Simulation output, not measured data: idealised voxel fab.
Process module, titled voxel transistor to metal
Shown is cross-section cut, with a width of 170 nm and square cells of size 5 nm.
Cross-section spec: square-cell grid; bands listed top down; each band is one or more rows. Quick guide to a band line: top height, bottom height (nm) up front; then every material left to right with its width in nm. Only one material and it's marked "everywhere"? Then it fills the band edge to edge. And "blank" just means empty space. The reference from which all heights are counted is 0, the level beneath which the as-received wafer is entirely one material; the lowest band, having no lower bound, proceeds downward and is written after the example "0 and below". When a width is written as two numbers, as in "30..40", the first number is the width in the top row of cells of the band and the second is the width in its bottom row, and the width changes by the same amount from each row to the next. Any step labelled "stayed the same" changed none of the cells in the cross-section. The entry "Enclosed voids" lists the empty spaces that cover at least 8 cells and have no open path to the top. Each is written as width x height at distance, where the distance is measured from the left edge and all three values are in nm. The remark found on a step's line after its settings is issued by the simulator itself and pertains to that step. overlay nm: step with mask; distance mask lay right of planned place; negative value = left of planned place.
STEPS IN THE PROCESS PLAN
1) RECEIVE, material Si
2) OXIDIZE, depth nm 5
3) CONFORMAL_DEP, material SiN, thk nm 15
4) PATTERN, tone cover, mask id ACTIVE, material resist, width nm 110, thk nm 15, overlay nm 0
5) DIRECTIONAL_ETCH, etch materials SiN, depth nm 15
6) DIRECTIONAL_ETCH, etch materials SiO2, depth nm 5
7) DIRECTIONAL_ETCH, etch materials Si, depth nm 25
8) STRIP, etch materials resist
9) FILL_DEP, material SiO2, thk nm 15
10) CMP, height nm 15
11) SELECTIVE_ETCH, etch materials SiO2, depth nm 10
12) STRIP, etch materials SiN
13) SELECTIVE_ETCH, etch materials SiO2, depth nm 5
14) OXIDIZE, depth nm 5
15) DIRECTIONAL_DEP, material polySi, thk nm 30
16) DIRECTIONAL_DEP, material SiCN, thk nm 10
17) MASKED_ETCH, tone cover, mask id GATE, width nm 20, etch materials SiCN, depth nm 20, overlay nm 0
18) MASKED_ETCH, tone cover, mask id GATE, width nm 20, etch materials polySi, depth nm 40, overlay nm 0
19) CONFORMAL_DEP, material SiO2, thk nm 5
20) DIRECTIONAL_ETCH, etch materials SiO2, depth nm 5
21) CONFORMAL_DEP, material SiN, thk nm 5
22) DIRECTIONAL_ETCH, etch materials SiN, depth nm 5
23) DIRECTIONAL_ETCH, etch materials SiO2, depth nm 5
24) DIRECTIONAL_ETCH, etch materials Si, depth nm 5
25) EPI, material nSi, thk nm 20
26) FILL_DEP, material SiO2, thk nm 5
27) CMP, height nm 35
28) DIRECTIONAL_DEP, material SiO2, thk nm 15
29) PATTERN, tone open, mask id CONTACT, material resist, width nm 30, pitch nm 60, thk nm 15, overlay nm 0
30) DIRECTIONAL_ETCH, etch materials SiO2, depth nm 40
31) STRIP, etch materials resist
32) CONFORMAL_DEP, material TiN, thk nm 5
33) FILL_DEP, material W, thk nm 10
34) CMP, height nm 50
35) DIRECTIONAL_DEP, material TiN, thk nm 5
36) DIRECTIONAL_DEP, material W, thk nm 15
37) PATTERN, tone cover, mask id METAL_1, material resist, width nm 20, pitch nm 70, thk nm 15, overlay nm 0
38) DIRECTIONAL_ETCH, etch materials W, depth nm 15
39) DIRECTIONAL_ETCH, etch materials TiN, depth nm 5
40) STRIP, etch materials resist
41) CONFORMAL_DEP, material SiN, thk nm 5
42) FILL_DEP, material lowk, thk nm 10
43) CMP, height nm 70
44) CONFORMAL_DEP, material SiCN, thk nm 5
45) DIRECTIONAL_DEP, material lowk, thk nm 25
46) DIRECTIONAL_DEP, material aC, thk nm 10
47) PATTERN, tone open, mask id METAL_2_HOLES, material resist, width nm 15, pitch nm 70, thk nm 25, overlay nm 0
48) DIRECTIONAL_ETCH, etch materials aC, depth nm 10
49) STRIP, etch materials resist
50) DIRECTIONAL_ETCH, etch materials lowk, depth nm 25
51) STRIP, etch materials aC
52) MASKED_ETCH, tone open, mask id METAL_2, width nm 20, pitch nm 70, etch materials lowk, depth nm 15, overlay nm 0
53) MASKED_ETCH, tone open, mask id METAL_2, width nm 20, pitch nm 70, etch materials SiCN, depth nm 5, overlay nm 0
54) CONFORMAL_DEP, material TiN, thk nm 5
55) FILL_DEP, material Cu, thk nm 10
56) CMP, height nm 100
57) CONFORMAL_DEP, material SiCN, thk nm 5
For clarity, it should be stated that the wafers under discussion commence in an identical condition and differ with respect to the depth nm of step 24, the plan indicating the value that the first wafer had.
CROSS-SECTION: THE FIRST OF SEVERAL WAFERS IN ITS AS-RECEIVED STATE, I.E. FOLLOWING STEP 1
0 and below  Si everywhere
Enclosed voids: none
HEADS UP, THIS TABLE GOES WAFER BY WAFER. A ROW TELLS YOU, AT THE END OF THE MODULE, HOW MANY CELLS OF EACH MATERIAL THAT WAFER HAS PUT ON (+) OR DROPPED (-) SINCE IT WAS RECEIVED, AND THEN ITS CLOSED VOIDS
depth nm 5, +14 Cu, -128 Si, +70 SiCN, +56 SiN, +262 SiO2, +76 TiN, +70 W, +200 lowk, +70 nSi, +24 polySi, Enclosed voids: none
depth nm 10, +14 Cu, -140 Si, +70 SiCN, +56 SiN, +262 SiO2, +76 TiN, +70 W, +200 lowk, +82 nSi, +24 polySi, Enclosed voids: none
depth nm 15, +14 Cu, -152 Si, +70 SiCN, +56 SiN, +262 SiO2, +76 TiN, +70 W, +200 lowk, +94 nSi, +24 polySi, Enclosed voids: none
depth nm 20, +14 Cu, -164 Si, +70 SiCN, +56 SiN, +262 SiO2, +76 TiN, +70 W, +200 lowk, +106 nSi, +24 polySi, Enclosed voids: none
depth nm 25, +14 Cu, -176 Si, +70 SiCN, +56 SiN, +262 SiO2, +76 TiN, +70 W, +200 lowk, +118 nSi, +24 polySi, Enclosed voids: none
depth nm 30, +14 Cu, -188 Si, +70 SiCN, +56 SiN, +262 SiO2, +76 TiN, +70 W, +200 lowk, +130 nSi, +24 polySi, Enclosed voids: none
